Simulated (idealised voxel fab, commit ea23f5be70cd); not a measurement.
You're looking at the process module voxel gate over fins.
The figure presents cross-section cut, which has a width of 210 nm and is divided into square cells with an edge length of 5 nm.
A cross-section is written here as square cells arranged in a grid, and it is given in bands from the top down, each band taking up one or more rows of cells.
Basically the band line says how high the top is and how high the bottom is, in nm, and then what's in it from left to right, every material with its width in nm. Empty space shows up as "blank", and if a single material carries "everywhere" it runs the full band edge to edge.
Heights are reckoned from 0. Under this level, the received wafer is all of one material. The bottommost band is open-ended downward, for example "top 0, no bottom".
You'd read "30..40" like this: the band's top row of cells is as wide as the first number, its bottom row is as wide as the second, and going down, every row changes width by the same amount as the row before did.
Reading "no alteration" for a step: not a cell of the cross-section changed in it.
"Cavities, closed" - sealed voids, min. 8 cells, no opening to top; format: width x height at distance (distance from left edge; nm throughout).
That trailing text on a step's line, after the settings, is the simulator's own remark on the step.
overlay nm: for a step with a mask, the amount by which the mask lay right of where it was planned; a negative amount means left of it.

The process steps that were planned are listed below
| 1 | RECEIVE with material Si |
| 2 | CONFORMAL_DEP with material SiN, thk nm 10 |
| 3 | PATTERN with tone cover, mask id FINS, material resist, width nm 15, pitch nm 45, thk nm 15, overlay nm 0 |
| 4 | DIRECTIONAL_ETCH with etch materials SiN, depth nm 10 |
| 5 | DIRECTIONAL_ETCH with etch materials Si, depth nm 40 |
| 6 | STRIP with etch materials resist |
| 7 | OXIDIZE with depth nm 5 |
| 8 | FILL_DEP with material SiO2, thk nm 5 |
| 9 | CMP with height nm 10 |
| 10 | SELECTIVE_ETCH with etch materials SiO2, depth nm 20 |
| 11 | STRIP with etch materials SiN |
| 12 | CONFORMAL_DEP with material HfO2, thk nm 5 |
| 13 | CONFORMAL_DEP with material TiN, thk nm 5 |
| 14 | FILL_DEP with material W, thk nm 10 |
| 15 | CMP with height nm 15 |
| 16 | CONFORMAL_DEP with material SiCN, thk nm 10 |

Cross-section of the wafer at receipt, which is the condition after step 1
- top 0, no bottom = Si everywhere
- Cavities, closed: none

End-of-module XS, first of two wafers, run as planned
- top 25, bottom 15 = SiCN everywhere
- top 15, bottom 10 = W everywhere
- top 10, bottom 5 = 45 of W / 25 of TiN / 20 of W / 25 of TiN / 20 of W / 25 of TiN / 50 of W
- top 5, bottom 0 = 45 of W / 5 of TiN / 15 of HfO2 / 5 of TiN / 20 of W / 5 of TiN / 15 of HfO2 / 5 of TiN / 20 of W / 5 of TiN / 15 of HfO2 / 5 of TiN / 50 of W
- top 0, bottom -5 = 50 of TiN / 5 of HfO2 / 5 of Si / 5 of HfO2 / 30 of TiN / 5 of HfO2 / 5 of Si / 5 of HfO2 / 30 of TiN / 5 of HfO2 / 5 of Si / 5 of HfO2 / 55 of TiN
- top -5, bottom -10 = 55 of HfO2 / 5 of Si / 40 of HfO2 / 5 of Si / 40 of HfO2 / 5 of Si / 60 of HfO2
- top -10, bottom -45 = 55 of SiO2 / 5 of Si / 40 of SiO2 / 5 of Si / 40 of SiO2 / 5 of Si / 60 of SiO2
- top -45, no bottom = Si everywhere
- Cavities, closed: none

Cross-section of the latter of the two wafers at module completion. It had an identical start and an identical plan to the former; in running it, one mistake was made
- top 25, bottom 15 = SiCN everywhere
- top 15, bottom 10 = W everywhere
- top 10, bottom 5 = 55 of TiN / 5 of W / 40 of TiN / 5 of W / 40 of TiN / 5 of W / 60 of TiN
- top 5, bottom 0 = 50 of HfO2 / 5 of TiN / 5 of W / 5 of TiN / 30 of HfO2 / 5 of TiN / 5 of W / 5 of TiN / 30 of HfO2 / 5 of TiN / 5 of W / 5 of TiN / 55 of HfO2
- top 0, bottom -5 = 45 of Si / 5 of HfO2 / 15 of TiN / 5 of HfO2 / 20 of Si / 5 of HfO2 / 15 of TiN / 5 of HfO2 / 20 of Si / 5 of HfO2 / 15 of TiN / 5 of HfO2 / 50 of Si
- top -5, bottom -10 = 45 of Si / 25 of HfO2 / 20 of Si / 25 of HfO2 / 20 of Si / 25 of HfO2 / 50 of Si
- top -10, bottom -45 = 45 of Si / 25 of SiO2 / 20 of Si / 25 of SiO2 / 20 of Si / 25 of SiO2 / 50 of Si
- top -45, no bottom = Si everywhere
- Cavities, closed: none
Here's what went sideways: in deviation from the planned setting, step 3 was conducted as PATTERN with tone open, mask id FINS, material resist, width nm 15, pitch nm 45, thk nm 15, overlay nm 0
At the finish, the second wafer shows more or fewer cells for some materials than the first does: 216 more of Si, 168 fewer of SiO2, 48 fewer of W
